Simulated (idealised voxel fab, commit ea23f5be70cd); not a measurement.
The following is a process module called voxel self aligned contacts.
Pictured: cross-section cut, 230 nm wide, on a grid of 5 nm square cells.
If you're reading a cross-section in this doc, picture square cells in a grid; it comes to you as bands, top ones listed first down to the bottom, and a band can be one or more rows of cells.
Each band's line starts with the height of the band's top and of its bottom, in nm. Then come its materials from left to right, each with its width in nm. One material with "everywhere" fills the band from edge to edge. "empty" is empty space.
Height is counted from the level 0, under which the received wafer is composed throughout of one material. The lowest of the bands is not closed at the bottom but continues downward, in the notation "from 0 down".
The notation "30 to 40" denotes a width that varies across the rows of cells in the band, beginning at the first number in the top row, finishing at the second number in the bottom row, and changing by an identical amount from each row to the next.
"no change occurred" after a step means that no cell of the cross-section changed.
This entry, "Sealed-off cavities", enumerates those empty regions of no fewer than 8 cells that possess no open connection to the top. Each region is reported in the form width x height at distance, the distance being taken from the left edge, with all three quantities expressed in nm.
Whatever follows a step's settings on its line is a remark the simulator itself makes about that step.
overlay nm: mask offset rightward from planned place, masked step; negative means leftward offset.

Listed below are the process steps as planned:
1 RECEIVE with material Si
2 CONFORMAL_DEP with material SiO2, thk nm 5
3 DIRECTIONAL_DEP with material polySi, thk nm 20
4 DIRECTIONAL_DEP with material SiN, thk nm 15
5 DIRECTIONAL_DEP with material aC, thk nm 15
6 PATTERN with tone cover, mask id GATE, material resist, width nm 30, pitch nm 55, thk nm 30, overlay nm 0
7 DIRECTIONAL_ETCH with etch materials aC, depth nm 15
8 STRIP with etch materials resist
9 DIRECTIONAL_ETCH with etch materials SiN, depth nm 15
10 DIRECTIONAL_ETCH with etch materials polySi, depth nm 20
11 STRIP with etch materials aC
12 CONFORMAL_DEP with material SiN, thk nm 5
13 DIRECTIONAL_ETCH with etch materials SiN, depth nm 5
14 FILL_DEP with material SiO2, thk nm 15
15 CMP with height nm 50
16 DIRECTIONAL_DEP with material aC, thk nm 15
17 PATTERN with tone open, mask id CONTACT, material resist, width nm 35, pitch nm 55, thk nm 35, overlay nm 0
18 DIRECTIONAL_ETCH with etch materials aC, depth nm 15
19 STRIP with etch materials resist
20 DIRECTIONAL_ETCH with etch materials SiO2, depth nm 50
21 STRIP with etch materials aC
22 CONFORMAL_DEP with material TiN, thk nm 5
23 FILL_DEP with material Ru, thk nm 5
24 CMP with height nm 50
25 CONFORMAL_DEP with material SiCN, thk nm 5

Run as planned: first of two wafers:

Wafer at receipt (post step 1), cross-section:
* from 0 down: Si everywhere
* Sealed-off cavities: none

Take a look at the wafer's cross-section after step 2:
* from 5 to 0: SiO2 everywhere
* Under the height 0 nothing was changed.

Take a look at the wafer's cross-section after step 3:
* from 25 to 5: polySi everywhere
* Under the height 5 nothing was changed.

Take a look at the wafer's cross-section after step 4:
* from 40 to 25: SiN everywhere
* Under the height 25 nothing was changed.

Take a look at the wafer's cross-section after step 5:
* from 55 to 40: aC everywhere
* Under the height 40 nothing was changed.

Take a look at the wafer's cross-section after step 6:
* from 85 to 55: 45 empty  30 resist  25 empty  30 resist  25 empty  30 resist  45 empty
* Under the height 55 nothing was changed.

Take a look at the wafer's cross-section after step 7:
* from 70 to 55: 45 empty  30 resist  25 empty  30 resist  25 empty  30 resist  45 empty
* from 55 to 40: 45 empty  30 aC  25 empty  30 aC  25 empty  30 aC  45 empty
* Under the height 40 nothing was changed.

Take a look at the wafer's cross-section after step 8:
* from 55 to 40: 45 empty  30 aC  25 empty  30 aC  25 empty  30 aC  45 empty
* Under the height 40 nothing was changed.

Take a look at the wafer's cross-section after step 9:
* from 55 to 40: 45 empty  30 aC  25 empty  30 aC  25 empty  30 aC  45 empty
* from 40 to 25: 45 empty  30 SiN  25 empty  30 SiN  25 empty  30 SiN  45 empty
* Under the height 25 nothing was changed.

Take a look at the wafer's cross-section after step 10:
* from 55 to 40: 45 empty  30 aC  25 empty  30 aC  25 empty  30 aC  45 empty
* from 40 to 25: 45 empty  30 SiN  25 empty  30 SiN  25 empty  30 SiN  45 empty
* from 25 to 5: 45 empty  30 polySi  25 empty  30 polySi  25 empty  30 polySi  45 empty
* Under the height 5 nothing was changed.

Take a look at the wafer's cross-section after step 11:
* from 40 to 25: 45 empty  30 SiN  25 empty  30 SiN  25 empty  30 SiN  45 empty
* Under the height 25 nothing was changed.

Take a look at the wafer's cross-section after step 12:
* from 45 to 25: 40 empty  40 SiN  15 empty  40 SiN  15 empty  40 SiN  40 empty
* from 25 to 10: 40 empty  5 SiN  30 polySi  5 SiN  15 empty  5 SiN  30 polySi  5 SiN  15 empty  5 SiN  30 polySi  5 SiN  40 empty
* from 10 to 5: 45 SiN  30 polySi  25 SiN  30 polySi  25 SiN  30 polySi  45 SiN
* Under the height 5 nothing was changed.

Take a look at the wafer's cross-section after step 13:
* from 40 to 25: 40 empty  40 SiN  15 empty  40 SiN  15 empty  40 SiN  40 empty
* from 25 to 5: 40 empty  5 SiN  30 polySi  5 SiN  15 empty  5 SiN  30 polySi  5 SiN  15 empty  5 SiN  30 polySi  5 SiN  40 empty
* Under the height 5 nothing was changed.

Take a look at the wafer's cross-section after step 14:
* from 55 to 40: SiO2 everywhere
* from 40 to 25: 40 SiO2  40 SiN  15 SiO2  40 SiN  15 SiO2  40 SiN  40 SiO2
* from 25 to 5: 40 SiO2  5 SiN  30 polySi  5 SiN  15 SiO2  5 SiN  30 polySi  5 SiN  15 SiO2  5 SiN  30 polySi  5 SiN  40 SiO2
* Under the height 5 nothing was changed.

Take a look at the wafer's cross-section after step 15:
* from 50 to 40: SiO2 everywhere
* Under the height 40 nothing was changed.

Take a look at the wafer's cross-section after step 16:
* from 65 to 50: aC everywhere
* Under the height 50 nothing was changed.

Take a look at the wafer's cross-section after step 17:
* from 100 to 65: 70 resist  35 empty  20 resist  35 empty  70 resist
* Under the height 65 nothing was changed.

Take a look at the wafer's cross-section after step 18:
* from 85 to 65: 70 resist  35 empty  20 resist  35 empty  70 resist
* from 65 to 50: 70 aC  35 empty  20 aC  35 empty  70 aC
* Under the height 50 nothing was changed.

Take a look at the wafer's cross-section after step 19:
* from 65 to 50: 70 aC  35 empty  20 aC  35 empty  70 aC
* Under the height 50 nothing was changed.

Take a look at the wafer's cross-section after step 20:
* from 65 to 50: 70 aC  35 empty  20 aC  35 empty  70 aC
* from 50 to 40: 70 SiO2  35 empty  20 SiO2  35 empty  70 SiO2
* from 40 to 25: 40 SiO2  40 SiN  15 empty  40 SiN  15 empty  40 SiN  40 SiO2
* from 25 to 5: 40 SiO2  5 SiN  30 polySi  5 SiN  15 empty  5 SiN  30 polySi  5 SiN  15 empty  5 SiN  30 polySi  5 SiN  40 SiO2
* from 5 to 0: 80 SiO2  15 empty  40 SiO2  15 empty  80 SiO2
* Under the height 0 nothing was changed.

Take a look at the wafer's cross-section after step 21:
* from 50 to 40: 70 SiO2  35 empty  20 SiO2  35 empty  70 SiO2
* Under the height 40 nothing was changed.

Take a look at the wafer's cross-section after step 22:
* from 55 to 50: 75 TiN  25 empty  30 TiN  25 empty  75 TiN
* from 50 to 40: 70 SiO2  5 to 15 TiN  25 to 5 empty  5 to 15 TiN  20 SiO2  5 to 15 TiN  25 to 5 empty  5 to 15 TiN  70 SiO2
* from 40 to 25: 40 SiO2  40 SiN  5 TiN  5 empty  5 TiN  40 SiN  5 TiN  5 empty  5 TiN  40 SiN  40 SiO2
* from 25 to 5: 40 SiO2  5 SiN  30 polySi  5 SiN  5 TiN  5 empty  5 TiN  5 SiN  30 polySi  5 SiN  5 TiN  5 empty  5 TiN  5 SiN  30 polySi  5 SiN  40 SiO2
* from 5 to 0: 80 SiO2  15 TiN  40 SiO2  15 TiN  80 SiO2
* Under the height 0 nothing was changed.

Take a look at the wafer's cross-section after step 23:
* from 60 to 55: Ru everywhere
* from 55 to 50: 75 TiN  25 Ru  30 TiN  25 Ru  75 TiN
* from 50 to 40: 70 SiO2  5 to 15 TiN  25 to 5 Ru  5 to 15 TiN  20 SiO2  5 to 15 TiN  25 to 5 Ru  5 to 15 TiN  70 SiO2
* from 40 to 25: 40 SiO2  40 SiN  5 TiN  5 Ru  5 TiN  40 SiN  5 TiN  5 Ru  5 TiN  40 SiN  40 SiO2
* from 25 to 5: 40 SiO2  5 SiN  30 polySi  5 SiN  5 TiN  5 Ru  5 TiN  5 SiN  30 polySi  5 SiN  5 TiN  5 Ru  5 TiN  5 SiN  30 polySi  5 SiN  40 SiO2
* Under the height 5 nothing was changed.

Take a look at the wafer's cross-section after step 24:
* from 50 to 40: 70 SiO2  5 to 15 TiN  25 to 5 Ru  5 to 15 TiN  20 SiO2  5 to 15 TiN  25 to 5 Ru  5 to 15 TiN  70 SiO2
* Under the height 40 nothing was changed.

Take a look at the wafer's cross-section after step 25:
* from 55 to 50: SiCN everywhere
* Under the height 50 nothing was changed.

Wafer two. Same start, same plan, one slip in execution. Same as wafer one through step 3, inclusive:

X-section, second wafer, when step 4 was due to finish:
* from 55 to 25: SiN everywhere
* Under the height 25 nothing was changed.

X-section, second wafer, when step 5 was due to finish:
* from 70 to 55: aC everywhere
* Under the height 55 nothing was changed.

X-section, second wafer, when step 6 was due to finish:
* from 100 to 70: 45 empty  30 resist  25 empty  30 resist  25 empty  30 resist  45 empty
* Under the height 70 nothing was changed.

X-section, second wafer, when step 7 was due to finish:
* from 85 to 70: 45 empty  30 resist  25 empty  30 resist  25 empty  30 resist  45 empty
* from 70 to 55: 45 empty  30 aC  25 empty  30 aC  25 empty  30 aC  45 empty
* Under the height 55 nothing was changed.

X-section, second wafer, when step 8 was due to finish:
* from 70 to 55: 45 empty  30 aC  25 empty  30 aC  25 empty  30 aC  45 empty
* Under the height 55 nothing was changed.

X-section, second wafer, when step 9 was due to finish:
* from 70 to 55: 45 empty  30 aC  25 empty  30 aC  25 empty  30 aC  45 empty
* from 55 to 40: 45 empty  30 SiN  25 empty  30 SiN  25 empty  30 SiN  45 empty
* Under the height 40 nothing was changed.

X-section, second wafer, when step 10 was due to finish: no change occurred

X-section, second wafer, when step 11 was due to finish:
* from 55 to 40: 45 empty  30 SiN  25 empty  30 SiN  25 empty  30 SiN  45 empty
* Under the height 40 nothing was changed.

X-section, second wafer, when step 12 was due to finish:
* from 60 to 45: 40 empty  40 SiN  15 empty  40 SiN  15 empty  40 SiN  40 empty
* from 45 to 25: SiN everywhere
* Under the height 25 nothing was changed.

X-section, second wafer, when step 13 was due to finish:
* from 55 to 40: 40 empty  40 SiN  15 empty  40 SiN  15 empty  40 SiN  40 empty
* Under the height 40 nothing was changed.

X-section, second wafer, when step 14 was due to finish:
* from 70 to 55: SiO2 everywhere
* from 55 to 40: 40 SiO2  40 SiN  15 SiO2  40 SiN  15 SiO2  40 SiN  40 SiO2
* Under the height 40 nothing was changed.

X-section, second wafer, when step 15 was due to finish:
* from 50 to 40: 40 SiO2  40 SiN  15 SiO2  40 SiN  15 SiO2  40 SiN  40 SiO2
* Under the height 40 nothing was changed.

X-section, second wafer, when step 16 was due to finish:
* from 65 to 50: aC everywhere
* Under the height 50 nothing was changed.

X-section, second wafer, when step 17 was due to finish:
* from 100 to 65: 70 resist  35 empty  20 resist  35 empty  70 resist
* Under the height 65 nothing was changed.

X-section, second wafer, when step 18 was due to finish:
* from 85 to 65: 70 resist  35 empty  20 resist  35 empty  70 resist
* from 65 to 50: 70 aC  35 empty  20 aC  35 empty  70 aC
* Under the height 50 nothing was changed.

X-section, second wafer, when step 19 was due to finish:
* from 65 to 50: 70 aC  35 empty  20 aC  35 empty  70 aC
* Under the height 50 nothing was changed.

X-section, second wafer, when step 20 was due to finish:
* from 65 to 50: 70 aC  35 empty  20 aC  35 empty  70 aC
* from 50 to 40: 40 SiO2  40 SiN  15 empty  40 SiN  15 empty  40 SiN  40 SiO2
* Under the height 40 nothing was changed.

X-section, second wafer, when step 21 was due to finish:
* from 50 to 40: 40 SiO2  40 SiN  15 empty  40 SiN  15 empty  40 SiN  40 SiO2
* Under the height 40 nothing was changed.

X-section, second wafer, when step 22 was due to finish:
* from 55 to 50: 85 TiN  5 empty  50 TiN  5 empty  85 TiN
* from 50 to 45: 40 SiO2  40 SiN  5 TiN  5 empty  5 TiN  40 SiN  5 TiN  5 empty  5 TiN  40 SiN  40 SiO2
* from 45 to 40: 40 SiO2  40 SiN  15 TiN  40 SiN  15 TiN  40 SiN  40 SiO2
* Under the height 40 nothing was changed.

X-section, second wafer, when step 23 was due to finish:
* from 60 to 55: Ru everywhere
* from 55 to 50: 85 TiN  5 Ru  50 TiN  5 Ru  85 TiN
* from 50 to 45: 40 SiO2  40 SiN  5 TiN  5 Ru  5 TiN  40 SiN  5 TiN  5 Ru  5 TiN  40 SiN  40 SiO2
* Under the height 45 nothing was changed.

X-section, second wafer, when step 24 was due to finish:
* from 50 to 45: 40 SiO2  40 SiN  5 TiN  5 Ru  5 TiN  40 SiN  5 TiN  5 Ru  5 TiN  40 SiN  40 SiO2
* Under the height 45 nothing was changed.

X-section, second wafer, when step 25 was due to finish:
* from 55 to 50: SiCN everywhere
* Under the height 50 nothing was changed.
What was the processing mistake? regarding the plan, step 4 was run twice
Wafer comparison, final, in cells, second relative to first, materials more or fewer: Ru -24; SiN +90; SiO2 -138; TiN -40; polySi +112
